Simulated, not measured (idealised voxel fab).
Process module name: voxel transistor to metal
Section shown: cut. Width: 270 nm. Cell size: 5 nm, square.
If you're reading a cross-section in this doc, picture square cells in a grid; it comes to you as bands, top ones listed first down to the bottom, and a band can be one or more rows of cells. The entry gives the band's vertical extent as a top height and a bottom height in nm, then its horizontal make-up as materials from left to right, each with a width in nm. "air" stands for empty space; a single material marked "all across" fills the band edge to edge. Where do heights start? At 0: under that level the wafer as delivered is made of one material only. And the lowest band has no floor; it just carries on downward, as in "0 nm and below". A two-number width, for instance "30->40", indicates that the width is equal to the first number in the top row of the band and to the second number in the bottom row, and that it changes by a constant amount per row of cells. What does "remained the same" mean for a step? It means no cell of the cross-section changed in that step. This entry, "Sealed void inventory", enumerates those empty regions of no fewer than 8 cells that possess no open connection to the top. Each region is reported in the form width x height at distance, the distance being taken from the left edge, with all three quantities expressed in nm. If you see something after the settings on a step's line, that's the simulator's own remark about that step. "overlay nm" on a masked step: distance the mask lay right of its planned place, negative for left.
## Listed below are the process steps as planned
1 RECEIVE with material Si
2 OXIDIZE with depth nm 5
3 CONFORMAL_DEP with material SiN, thk nm 10
4 MASKED_ETCH with tone cover, mask id ACTIVE, width nm 95, pitch nm 115, etch materials SiN, depth nm 10, overlay nm 0
5 MASKED_ETCH with tone cover, mask id ACTIVE, width nm 95, pitch nm 115, etch materials SiO2, depth nm 5, overlay nm 0
6 MASKED_ETCH with tone cover, mask id ACTIVE, width nm 95, pitch nm 115, etch materials Si, depth nm 25, overlay nm 0
7 OXIDIZE with depth nm 5
8 FILL_DEP with material SiO2, thk nm 10
9 CMP with height nm 10
10 SELECTIVE_ETCH with etch materials SiO2, depth nm 5
11 STRIP with etch materials SiN
12 SELECTIVE_ETCH with etch materials SiO2, depth nm 5
13 OXIDIZE with depth nm 5
14 DIRECTIONAL_DEP with material polySi, thk nm 30
15 DIRECTIONAL_DEP with material SiCN, thk nm 10
16 MASKED_ETCH with tone cover, mask id GATE, width nm 15, pitch nm 115, etch materials SiCN, depth nm 20, overlay nm 0
17 MASKED_ETCH with tone cover, mask id GATE, width nm 15, pitch nm 115, etch materials polySi, depth nm 40, overlay nm 0
18 CONFORMAL_DEP with material SiO2, thk nm 5
19 DIRECTIONAL_ETCH with etch materials SiO2, depth nm 5
20 CONFORMAL_DEP with material SiN, thk nm 10
21 DIRECTIONAL_ETCH with etch materials SiN, depth nm 10
22 DIRECTIONAL_ETCH with etch materials SiO2, depth nm 5
23 DIRECTIONAL_ETCH with etch materials Si, depth nm 15
24 EPI with material nSi, thk nm 15
25 FILL_DEP with material SiO2, thk nm 10
26 CMP with height nm 35
27 DIRECTIONAL_DEP with material SiO2, thk nm 15
28 DIRECTIONAL_DEP with material aC, thk nm 15
29 PATTERN with tone open, mask id CONTACT, material resist, width nm 30, thk nm 35, overlay nm 0
30 DIRECTIONAL_ETCH with etch materials aC, depth nm 15
31 STRIP with etch materials resist
32 DIRECTIONAL_ETCH with etch materials SiO2, depth nm 45
33 STRIP with etch materials aC
34 CONFORMAL_DEP with material TiN, thk nm 5
35 FILL_DEP with material W, thk nm 10
36 CMP with height nm 50
37 DIRECTIONAL_DEP with material TiN, thk nm 5
38 DIRECTIONAL_DEP with material Ru, thk nm 15
39 MASKED_ETCH with tone cover, mask id METAL_1, width nm 15, etch materials Ru, depth nm 15, overlay nm 0
40 MASKED_ETCH with tone cover, mask id METAL_1, width nm 15, etch materials TiN, depth nm 5, overlay nm 0
41 CONFORMAL_DEP with material SiCN, thk nm 5
42 FILL_DEP with material SiO2, thk nm 5
43 CMP with height nm 70
44 CONFORMAL_DEP with material SiCN, thk nm 5
## as received, after step 1
> 0 nm and below = Si all across
> Sealed void inventory: none
## The cross-section shown corresponds to the wafer at the conclusion of the module. The initial structure and the process plan are those presented above; however, one mistake occurred in executing the plan
> 75 nm to 70 nm = SiCN all across
> 70 nm to 65 nm = 30 nm SiO2 | 5 nm SiCN | 15 nm Ru | 5 nm SiCN | 45 nm SiO2 | 5 nm SiCN | 15 nm Ru | 5 nm SiCN | 20 nm SiO2 | 5 nm SiCN | 15 nm Ru | 5 nm SiCN | 45 nm SiO2 | 5 nm SiCN | 15 nm Ru | 5 nm SiCN | 30 nm SiO2
> 65 nm to 60 nm = 35 nm SiCN | 15 nm TiN | 55 nm SiCN | 15 nm TiN | 30 nm SiCN | 15 nm TiN | 55 nm SiCN | 15 nm TiN | 35 nm SiCN
> 60 nm to 50 nm = TiN all across
> 50 nm to 40 nm = 35 nm SiO2 | 5 nm TiN | 20 nm W | 5 nm TiN | 25 nm SiO2 | 5 nm TiN | 20 nm W | 5 nm TiN | 30 nm SiO2 | 5 nm TiN | 20 nm W | 5 nm TiN | 25 nm SiO2 | 5 nm TiN | 20 nm W | 5 nm TiN | 35 nm SiO2
> 40 nm to 35 nm = 35 nm SiO2 | 5 nm TiN | 10 nm W | 15 nm TiN | 25 nm SiO2 | 15 nm TiN | 10 nm W | 5 nm TiN | 30 nm SiO2 | 5 nm TiN | 10 nm W | 15 nm TiN | 25 nm SiO2 | 15 nm TiN | 10 nm W | 5 nm TiN | 35 nm SiO2
> 35 nm to 25 nm = 35 nm SiO2 | 5 nm TiN | 10 nm W | 5 nm TiN | 10 nm SiN | 5 nm SiO2 | 15 nm SiCN | 5 nm SiO2 | 10 nm SiN | 5 nm TiN | 10 nm W | 5 nm TiN | 30 nm SiO2 | 5 nm TiN | 10 nm W | 5 nm TiN | 10 nm SiN | 5 nm SiO2 | 15 nm SiCN | 5 nm SiO2 | 10 nm SiN | 5 nm TiN | 10 nm W | 5 nm TiN | 35 nm SiO2
> 25 nm to 10 nm = 35 nm SiO2 | 5 nm TiN | 10 nm W | 5 nm TiN | 10 nm SiN | 5 nm SiO2 | 15 nm polySi | 5 nm SiO2 | 10 nm SiN | 5 nm TiN | 10 nm W | 5 nm TiN | 30 nm SiO2 | 5 nm TiN | 10 nm W | 5 nm TiN | 10 nm SiN | 5 nm SiO2 | 15 nm polySi | 5 nm SiO2 | 10 nm SiN | 5 nm TiN | 10 nm W | 5 nm TiN | 35 nm SiO2
> 10 nm to 5 nm = 35 nm SiO2 | 20 nm TiN | 10 nm SiN | 5 nm SiO2 | 15 nm polySi | 5 nm SiO2 | 10 nm SiN | 20 nm TiN | 30 nm SiO2 | 20 nm TiN | 10 nm SiN | 5 nm SiO2 | 15 nm polySi | 5 nm SiO2 | 10 nm SiN | 20 nm TiN | 35 nm SiO2
> 5 nm to 0 nm = 35 nm SiO2 | 20 nm nSi | 10 nm SiN | 5 nm SiO2 | 15 nm polySi | 5 nm SiO2 | 10 nm SiN | 20 nm nSi | 30 nm SiO2 | 20 nm nSi | 10 nm SiN | 5 nm SiO2 | 15 nm polySi | 5 nm SiO2 | 10 nm SiN | 20 nm nSi | 35 nm SiO2
> 0 nm to -5 nm = 30 nm SiO2 | 10 nm SiN | 15 nm nSi | 10 nm SiN | 5 nm SiO2 | 15 nm polySi | 5 nm SiO2 | 10 nm SiN | 15 nm nSi | 10 nm SiN | 20 nm SiO2 | 10 nm SiN | 15 nm nSi | 10 nm SiN | 5 nm SiO2 | 15 nm polySi | 5 nm SiO2 | 10 nm SiN | 15 nm nSi | 10 nm SiN | 30 nm SiO2
> -5 nm to -10 nm = 40 nm SiO2 | 15 nm nSi | 45 nm SiO2 | 15 nm nSi | 40 nm SiO2 | 15 nm nSi | 45 nm SiO2 | 15 nm nSi | 40 nm SiO2
> -10 nm to -25 nm = 35 nm SiO2 | 5 nm Si | 15 nm nSi | 45 nm Si | 15 nm nSi | 5 nm Si | 30 nm SiO2 | 5 nm Si | 15 nm nSi | 45 nm Si | 15 nm nSi | 5 nm Si | 35 nm SiO2
> -25 nm to -35 nm = 35 nm SiO2 | 85 nm Si | 30 nm SiO2 | 85 nm Si | 35 nm SiO2
> -35 nm and below = Si all across
> Sealed void inventory: none
In executing the process, a mistake was made relative to the plan: it should be noted that step 37 was executed with settings other than those planned, the operation and settings actually applied being DIRECTIONAL_DEP with material TiN, thk nm 15
